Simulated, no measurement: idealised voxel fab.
Proc. module: voxel tone inversion
For reference, the cross-section in this document is cut, with width 175 nm and square cells of 5 nm.
Heads up, the way a cross-section reads in here is a grid of square cells, handed over as bands from the top down, with every band being one or more rows of cells.
Heads up on the band format: heights come first, top then bottom, in nm. After that it's the materials left to right, each with its width in nm. A single material flagged "throughout" fills the whole band edge to edge, and "empty" means there's empty space there.
Heights are measured from 0, the level below which the as-received wafer is all one material; the lowest band has no bottom and continues downward, written as in "0..down".
The two numbers in a width such as "30 to 40" mark its ends across the band: the first belongs to the top row of cells, the second to the bottom row, and from each row to the next the width moves by the same amount.
The cross-section has no changed cell in any step marked "nothing different".
What "Voids, sealed" gives you is every empty space of 8 cells or more that is cut off from the top. Each appears as width x height at distance, with the distance taken from the left edge and width, height and distance all in nm.
Text after the settings on a step's line: the simulator's own remark on that step.
overlay nm: mask right of planned place by this much (step with mask). Neg. = left.

-- Below is the list of planned process steps
1) op RECEIVE | material Si
2) op CONFORMAL_DEP | material SiCN | thk nm 10
3) op DIRECTIONAL_DEP | material polySi | thk nm 25
4) op PATTERN | tone cover | mask id POSTS | material resist | width nm 25 | pitch nm 50 | thk nm 35 | overlay nm 0
5) op DIRECTIONAL_ETCH | etch materials polySi | depth nm 25
6) op STRIP | etch materials resist
7) op FILL_DEP | material SiO2 | thk nm 10
8) op CMP | height nm 35
9) op STRIP | etch materials polySi
10) op CONFORMAL_DEP | material TiN | thk nm 5
11) op FILL_DEP | material Cu | thk nm 10
12) op CMP | height nm 35
13) op CONFORMAL_DEP | material SiCN | thk nm 5

-- First wafer out of two, processed as planned

-- As-received state of the wafer in cross-section, equivalent to post-step 1
	0..down  Si throughout
	Voids, sealed: none

-- The wafer, seen in cross-section, after step 2
	10..0  SiCN throughout
	Nothing below the height 0 has changed.

-- The wafer, seen in cross-section, after step 3
	35..10  polySi throughout
	Nothing below the height 10 has changed.

-- The wafer, seen in cross-section, after step 4
	70..35  25 of empty; 25 of resist; 25 of empty; 25 of resist; 25 of empty; 25 of resist; 25 of empty
	Nothing below the height 35 has changed.

-- The wafer, seen in cross-section, after step 5
	70..35  25 of empty; 25 of resist; 25 of empty; 25 of resist; 25 of empty; 25 of resist; 25 of empty
	35..10  25 of empty; 25 of polySi; 25 of empty; 25 of polySi; 25 of empty; 25 of polySi; 25 of empty
	Nothing below the height 10 has changed.

-- The wafer, seen in cross-section, after step 6
	35..10  25 of empty; 25 of polySi; 25 of empty; 25 of polySi; 25 of empty; 25 of polySi; 25 of empty
	Nothing below the height 10 has changed.

-- The wafer, seen in cross-section, after step 7
	45..35  SiO2 throughout
	35..10  25 of SiO2; 25 of polySi; 25 of SiO2; 25 of polySi; 25 of SiO2; 25 of polySi; 25 of SiO2
	Nothing below the height 10 has changed.

-- The wafer, seen in cross-section, after step 8
	35..10  25 of SiO2; 25 of polySi; 25 of SiO2; 25 of polySi; 25 of SiO2; 25 of polySi; 25 of SiO2
	Nothing below the height 10 has changed.

-- The wafer, seen in cross-section, after step 9
	35..10  25 of SiO2; 25 of empty; 25 of SiO2; 25 of empty; 25 of SiO2; 25 of empty; 25 of SiO2
	Nothing below the height 10 has changed.

-- The wafer, seen in cross-section, after step 10
	40..35  30 of TiN; 15 of empty; 35 of TiN; 15 of empty; 35 of TiN; 15 of empty; 30 of TiN
	35..15  25 of SiO2; 5 of TiN; 15 of empty; 5 of TiN; 25 of SiO2; 5 of TiN; 15 of empty; 5 of TiN; 25 of SiO2; 5 of TiN; 15 of empty; 5 of TiN; 25 of SiO2
	15..10  25 of SiO2; 25 of TiN; 25 of SiO2; 25 of TiN; 25 of SiO2; 25 of TiN; 25 of SiO2
	Nothing below the height 10 has changed.

-- The wafer, seen in cross-section, after step 11
	50..40  Cu throughout
	40..35  30 of TiN; 15 of Cu; 35 of TiN; 15 of Cu; 35 of TiN; 15 of Cu; 30 of TiN
	35..15  25 of SiO2; 5 of TiN; 15 of Cu; 5 of TiN; 25 of SiO2; 5 of TiN; 15 of Cu; 5 of TiN; 25 of SiO2; 5 of TiN; 15 of Cu; 5 of TiN; 25 of SiO2
	Nothing below the height 15 has changed.

-- The wafer, seen in cross-section, after step 12
	35..15  25 of SiO2; 5 of TiN; 15 of Cu; 5 of TiN; 25 of SiO2; 5 of TiN; 15 of Cu; 5 of TiN; 25 of SiO2; 5 of TiN; 15 of Cu; 5 of TiN; 25 of SiO2
	Nothing below the height 15 has changed.

-- The wafer, seen in cross-section, after step 13
	40..35  SiCN throughout
	Nothing below the height 35 has changed.

-- Wafer two of the pair: same origin, same plan, one error during the run; identical to wafer one up to and including step 1

Second wafer, section view, time point: scheduled end of step 2: nothing different

-- Second wafer, section view, time point: scheduled end of step 3
	25..0  polySi throughout
	Nothing below the height 0 has changed.

-- Second wafer, section view, time point: scheduled end of step 4
	60..25  25 of empty; 25 of resist; 25 of empty; 25 of resist; 25 of empty; 25 of resist; 25 of empty
	Nothing below the height 25 has changed.

-- Second wafer, section view, time point: scheduled end of step 5
	60..25  25 of empty; 25 of resist; 25 of empty; 25 of resist; 25 of empty; 25 of resist; 25 of empty
	25..0  25 of empty; 25 of polySi; 25 of empty; 25 of polySi; 25 of empty; 25 of polySi; 25 of empty
	Nothing below the height 0 has changed.

-- Second wafer, section view, time point: scheduled end of step 6
	25..0  25 of empty; 25 of polySi; 25 of empty; 25 of polySi; 25 of empty; 25 of polySi; 25 of empty
	Nothing below the height 0 has changed.

-- Second wafer, section view, time point: scheduled end of step 7
	35..25  SiO2 throughout
	25..0  25 of SiO2; 25 of polySi; 25 of SiO2; 25 of polySi; 25 of SiO2; 25 of polySi; 25 of SiO2
	Nothing below the height 0 has changed.

Second wafer, section view, time point: scheduled end of step 8: nothing different

Second wafer, section view, time point: scheduled end of step 9: nothing different

-- Second wafer, section view, time point: scheduled end of step 10
	40..35  TiN throughout
	Nothing below the height 35 has changed.

-- Second wafer, section view, time point: scheduled end of step 11
	50..40  Cu throughout
	Nothing below the height 40 has changed.

-- Second wafer, section view, time point: scheduled end of step 12
	35..25  SiO2 throughout
	Nothing below the height 25 has changed.

-- Second wafer, section view, time point: scheduled end of step 13
	40..35  SiCN throughout
	Nothing below the height 35 has changed.
Processing error: plan step 2 skipped
Counted in cells at the end, the second wafer holds more or fewer of these materials than the first: Cu: 36 fewer | SiCN: 70 fewer | SiO2: 70 more | TiN: 39 fewer | polySi: 75 more
